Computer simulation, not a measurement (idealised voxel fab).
process module | voxel tone inversion
cross-section cut | 230 nm wide | cells 5 nm
A cross-section is a grid of square cells, given in bands from the top down. A band is one or more rows of cells.
Each band's line starts with the height of the band's top and of its bottom, in nm. Then come its materials from left to right, each with its width in nm. One material with "throughout" fills the band from edge to edge. "air" is empty space.
Height 0 is the level under which the wafer as received is all one material. The lowest band goes on downwards, as in "0 down".
A width such as "30 to 40" changes by the same amount from each row of cells to the next, from the band's top row to its bottom row.
"no change" after a step means that no cell of the cross-section changed.
closed voids: empty space of 8 cells or more with no open way to the top, each as width x height at its distance from the left edge, in nm
after a step's settings: what the simulator itself notes on the step
overlay nm, on a step with a mask: how far to the right of its planned place the mask lay; to the left if negative
plan
1 op RECEIVE | material Si
2 op CONFORMAL_DEP | material SiCN | thk nm 10
3 op DIRECTIONAL_DEP | material aC | thk nm 25
4 op PATTERN | tone cover | mask id POSTS | material resist | width nm 20 | pitch nm 35 | thk nm 30 | overlay nm 0
5 op DIRECTIONAL_ETCH | etch materials aC | depth nm 25
6 op STRIP | etch materials resist
7 op FILL_DEP | material SiO2 | thk nm 10
8 op CMP | height nm 35
9 op STRIP | etch materials aC
first wafer, as planned
as received, after step 1
  0 down: Si throughout
  closed voids: none
after step 2
  10 to 0: SiCN throughout
  below 0: unchanged
after step 3
  35 to 10: aC throughout
  below 10: unchanged
after step 4
  65 to 35: air 70 | resist 20 | air 15 | resist 20 | air 15 | resist 20 | air 70
  below 35: unchanged
after step 5
  40 to 35: air 70 | resist 20 | air 15 | resist 20 | air 15 | resist 20 | air 70
  35 to 10: air 70 | aC 20 | air 15 | aC 20 | air 15 | aC 20 | air 70
  below 10: unchanged
after step 6
  35 to 10: air 70 | aC 20 | air 15 | aC 20 | air 15 | aC 20 | air 70
  below 10: unchanged
after step 7
  45 to 35: SiO2 throughout
  35 to 10: SiO2 70 | aC 20 | SiO2 15 | aC 20 | SiO2 15 | aC 20 | SiO2 70
  below 10: unchanged
after step 8
  35 to 10: SiO2 70 | aC 20 | SiO2 15 | aC 20 | SiO2 15 | aC 20 | SiO2 70
  below 10: unchanged
after step 9
  35 to 10: SiO2 70 | air 20 | SiO2 15 | air 20 | SiO2 15 | air 20 | SiO2 70
  below 10: unchanged
second wafer: like start, like plan, one mistake. Through step 1 it matches the first wafer
when step 2 should have ended
  15 to 0: SiCN throughout
  below 0: unchanged
when step 3 should have ended
  40 to 15: aC throughout
  below 15: unchanged
when step 4 should have ended
  70 to 40: air 70 | resist 20 | air 15 | resist 20 | air 15 | resist 20 | air 70
  below 40: unchanged
when step 5 should have ended
  45 to 40: air 70 | resist 20 | air 15 | resist 20 | air 15 | resist 20 | air 70
  40 to 15: air 70 | aC 20 | air 15 | aC 20 | air 15 | aC 20 | air 70
  below 15: unchanged
when step 6 should have ended
  40 to 15: air 70 | aC 20 | air 15 | aC 20 | air 15 | aC 20 | air 70
  below 15: unchanged
when step 7 should have ended
  50 to 40: SiO2 throughout
  40 to 15: SiO2 70 | aC 20 | SiO2 15 | aC 20 | SiO2 15 | aC 20 | SiO2 70
  below 15: unchanged
when step 8 should have ended
  35 to 15: SiO2 70 | aC 20 | SiO2 15 | aC 20 | SiO2 15 | aC 20 | SiO2 70
  below 15: unchanged
when step 9 should have ended
  35 to 15: SiO2 70 | air 20 | SiO2 15 | air 20 | SiO2 15 | air 20 | SiO2 70
  below 15: unchanged
what went wrong: step 2 ran as: op CONFORMAL_DEP | material SiCN | thk nm 15
at the end the second wafer has, in cells: 46 more of SiCN | 34 fewer of SiO2
